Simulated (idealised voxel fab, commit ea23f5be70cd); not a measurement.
Process module, titled voxel plated lines
The figure presents cross-section cut, which has a width of 265 nm and is divided into square cells with an edge length of 5 nm.
Throughout this document, each cross-section is represented as a grid of square cells and is presented as a sequence of bands enumerated from the top downward, where a band comprises one or more rows of cells. Quick guide to a band line: top height, bottom height (nm) up front; then every material left to right with its width in nm. Only one material and it's marked "everywhere"? Then it fills the band edge to edge. And "empty" just means empty space. Note: height 0 marks the level under which the wafer is uniformly one material as received. Lowest band unbounded below, written "0 down". The two numbers in a width such as "30->40" mark its ends across the band: the first belongs to the top row of cells, the second to the bottom row, and from each row to the next the width moves by the same amount. "identical to before" means the step left every cell of the cross-section as it was. Entry "Cavities, sealed". Content: empty spaces with no open connection to the top, size 8 cells or greater. Each: width x height at distance. Distance: from left edge. Unit: nm. Step line, after settings: the simulator's comment on this step. On any step carrying a mask, the "overlay nm" setting, if present on the step's line, tells how far right of its planned place the mask lay; negative values point to the left.
Below is the list of planned process steps
1: RECEIVE, material Si
2: CONFORMAL_DEP, material SiO2, thk nm 5
3: DIRECTIONAL_DEP, material TiN, thk nm 5
4: PATTERN, tone open, mask id LINES, material resist, width nm 25, pitch nm 55, thk nm 20, overlay nm 0
5: EPI, material Ru, thk nm 10
6: STRIP, etch materials resist
7: DIRECTIONAL_ETCH, etch materials TiN, depth nm 5
8: CONFORMAL_DEP, material SiCN, thk nm 5
The first of the two wafers, which ran as planned
Cross-section of the wafer upon arrival, representing the state reached after step 1
* 0 down  Si everywhere
* Cavities, sealed: none
You're looking at a cross-section of the wafer after step 2
* 5 to 0  SiO2 everywhere
* Everything under 0 stays put, no change at all.
You're looking at a cross-section of the wafer after step 3
* 10 to 5  TiN everywhere
* Everything under 5 stays put, no change at all.
You're looking at a cross-section of the wafer after step 4
* 30 to 10  resist 65 nm | empty 25 nm | resist 30 nm | empty 25 nm | resist 30 nm | empty 25 nm | resist 65 nm
* Everything under 10 stays put, no change at all.
You're looking at a cross-section of the wafer after step 5
* 30 to 20  resist 65 nm | empty 25 nm | resist 30 nm | empty 25 nm | resist 30 nm | empty 25 nm | resist 65 nm
* 20 to 10  resist 65 nm | Ru 25 nm | resist 30 nm | Ru 25 nm | resist 30 nm | Ru 25 nm | resist 65 nm
* Everything under 10 stays put, no change at all.
You're looking at a cross-section of the wafer after step 6
* 20 to 10  empty 65 nm | Ru 25 nm | empty 30 nm | Ru 25 nm | empty 30 nm | Ru 25 nm | empty 65 nm
* Everything under 10 stays put, no change at all.
You're looking at a cross-section of the wafer after step 7
* 20 to 10  empty 65 nm | Ru 25 nm | empty 30 nm | Ru 25 nm | empty 30 nm | Ru 25 nm | empty 65 nm
* 10 to 5  empty 65 nm | TiN 25 nm | empty 30 nm | TiN 25 nm | empty 30 nm | TiN 25 nm | empty 65 nm
* Everything under 5 stays put, no change at all.
You're looking at a cross-section of the wafer after step 8
* 25 to 20  empty 60 nm | SiCN 35 nm | empty 20 nm | SiCN 35 nm | empty 20 nm | SiCN 35 nm | empty 60 nm
* 20 to 10  empty 60 nm | SiCN 5 nm | Ru 25 nm | SiCN 5 nm | empty 20 nm | SiCN 5 nm | Ru 25 nm | SiCN 5 nm | empty 20 nm | SiCN 5 nm | Ru 25 nm | SiCN 5 nm | empty 60 nm
* 10 to 5  SiCN 65 nm | TiN 25 nm | SiCN 30 nm | TiN 25 nm | SiCN 30 nm | TiN 25 nm | SiCN 65 nm
* Everything under 5 stays put, no change at all.
Second wafer, same starting state and plan as the first, one mistake in the run, identical through step 7
Cross-section of the second wafer when, according to plan, step 8 should have finished: identical to before
What was the processing mistake? step 8 in the plan did not get run; it was skipped
Final difference in cells, second wafer against first, listed per material as more or fewer: SiCN: 71 fewer
